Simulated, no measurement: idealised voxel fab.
Title: Process Module voxel capacitor over wiring
FYI the section here is cut, 260 nm wide, cells are 5 nm squares.
This document writes a cross-section as a grid whose cells are square, and gives it as bands, listed from the top down; one or more rows of cells form a band. Look at the band entry: it leads with the top's height and the bottom's height in nm. Then it lists the materials left to right, with a width in nm for each. The word "all across" on a single material says that material fills the band edge to edge. The word "blank" is empty space. Zero point of the height axis is 0; under it, received wafer = one material. Lowest band: continues down indefinitely, "0 and below". Width: "30..40" (first number = top row, second number = bottom row, same change from row to row of cells). "same as before" means the step left every cell of the cross-section as it was. "Sealed void inventory" means: voids of 8 cells or more that are shut off from the top with no open way through. Written width x height at distance, distance from the left edge, in nm. after a step's settings: what the simulator itself notes on the step. Each step line may optionally specify "overlay nm", which for a step with a mask gives the rightward distance between the mask's planned place and where it lay, a negative value indicating the leftward direction.
-- Planned step list for the process
1) RECEIVE (material Si)
2) CONFORMAL_DEP (material SiO2; thk nm 10)
3) DIRECTIONAL_DEP (material TiN; thk nm 5)
4) DIRECTIONAL_DEP (material W; thk nm 15)
5) MASKED_ETCH (tone cover; mask id METAL_1; width nm 30; pitch nm 100; etch materials W; depth nm 15; overlay nm 0)
6) MASKED_ETCH (tone cover; mask id METAL_1; width nm 30; pitch nm 100; etch materials TiN; depth nm 5; overlay nm 0)
7) CONFORMAL_DEP (material SiN; thk nm 5)
8) FILL_DEP (material lowk; thk nm 10)
9) CMP (height nm 30)
10) CONFORMAL_DEP (material SiCN; thk nm 5)
11) DIRECTIONAL_DEP (material lowk; thk nm 15)
12) MASKED_ETCH (tone open; mask id PLUG_1; width nm 15; etch materials lowk; depth nm 15; overlay nm 0)
13) MASKED_ETCH (tone open; mask id PLUG_1; width nm 15; etch materials SiCN; depth nm 5; overlay nm 0)
14) EPI (material Ru; thk nm 10)
15) EPI (material Ru; thk nm 10)
16) DIRECTIONAL_DEP (material TiN; thk nm 5)
17) DIRECTIONAL_DEP (material HfO2; thk nm 5)
18) DIRECTIONAL_DEP (material TiN; thk nm 10)
19) DIRECTIONAL_DEP (material aC; thk nm 15)
20) PATTERN (tone cover; mask id UPPER_PLATE; material resist; width nm 75; thk nm 35; overlay nm 0)
21) DIRECTIONAL_ETCH (etch materials aC; depth nm 15)
22) STRIP (etch materials resist)
23) DIRECTIONAL_ETCH (etch materials TiN; depth nm 10)
24) DIRECTIONAL_ETCH (etch materials HfO2; depth nm 5)
25) STRIP (etch materials aC)
26) DIRECTIONAL_DEP (material aC; thk nm 15)
27) PATTERN (tone cover; mask id LOWER_PLATE; material resist; width nm 85; thk nm 30; overlay nm 0)
28) DIRECTIONAL_ETCH (etch materials aC; depth nm 15)
29) STRIP (etch materials resist)
30) DIRECTIONAL_ETCH (etch materials TiN; depth nm 5)
31) STRIP (etch materials aC)
32) FILL_DEP (material SiO2; thk nm 15)
33) CMP (height nm 80)
34) DIRECTIONAL_DEP (material aC; thk nm 10)
35) PATTERN (tone open; mask id PLUG_2; material resist; width nm 15; thk nm 25; overlay nm 0)
36) DIRECTIONAL_ETCH (etch materials aC; depth nm 10)
37) STRIP (etch materials resist)
38) DIRECTIONAL_ETCH (etch materials SiO2; depth nm 10)
39) STRIP (etch materials aC)
40) CONFORMAL_DEP (material TiN; thk nm 5)
41) FILL_DEP (material Cu; thk nm 5)
42) CMP (height nm 80)
43) CONFORMAL_DEP (material SiN; thk nm 5)
-- Wafer at receipt (post step 1), cross-section
    0 and below  Si all across
    Sealed void inventory: none
-- Cross-section taken at module completion on the first of two wafers; processed per the plan
    85 down to 80  SiN all across
    80 down to 75  90 nm SiO2 / 5 nm TiN / 5 nm Cu / 5 nm TiN / 155 nm SiO2
    75 down to 70  90 nm SiO2 / 15 nm TiN / 155 nm SiO2
    70 down to 60  80 nm SiO2 / 75 nm TiN / 105 nm SiO2
    60 down to 55  80 nm SiO2 / 75 nm HfO2 / 105 nm SiO2
    55 down to 50  75 nm SiO2 / 85 nm TiN / 100 nm SiO2
    50 down to 35  80 nm lowk / 15 nm Ru / 165 nm lowk
    35 down to 30  80 nm SiCN / 15 nm Ru / 165 nm SiCN
    30 down to 15  60 nm lowk / 5 nm SiN / 30 nm W / 5 nm SiN / 60 nm lowk / 5 nm SiN / 30 nm W / 5 nm SiN / 60 nm lowk
    15 down to 10  65 nm SiN / 30 nm TiN / 70 nm SiN / 30 nm TiN / 65 nm SiN
    10 down to 0  SiO2 all across
    0 and below  Si all across
    Sealed void inventory: none
-- second wafer at the end: like start, like plan, one mistake
    85 down to 80  SiN all across
    80 down to 70  80 nm SiO2 / 25 nm TiN / 155 nm SiO2
    70 down to 65  80 nm SiO2 / 25 nm HfO2 / 50 nm TiN / 105 nm SiO2
    65 down to 60  75 nm SiO2 / 80 nm TiN / 105 nm SiO2
    60 down to 55  70 nm SiO2 / 35 nm Ru / 50 nm HfO2 / 105 nm SiO2
    55 down to 50  70 nm SiO2 / 35 nm Ru / 55 nm TiN / 100 nm SiO2
    50 down to 35  80 nm lowk / 15 nm Ru / 165 nm lowk
    35 down to 30  80 nm SiCN / 15 nm Ru / 165 nm SiCN
    30 down to 15  60 nm lowk / 5 nm SiN / 30 nm W / 5 nm SiN / 60 nm lowk / 5 nm SiN / 30 nm W / 5 nm SiN / 60 nm lowk
    15 down to 10  65 nm SiN / 30 nm TiN / 70 nm SiN / 30 nm TiN / 65 nm SiN
    10 down to 0  SiO2 all across
    0 and below  Si all across
    Sealed void inventory: none
Against the plan, the run slipped here: an unidentifiable one of the identical steps 14 and 15 was run twice
Final difference in cells, second wafer against first, listed per material as more or fewer: Cu -1; Ru +14; SiO2 -8; TiN -5
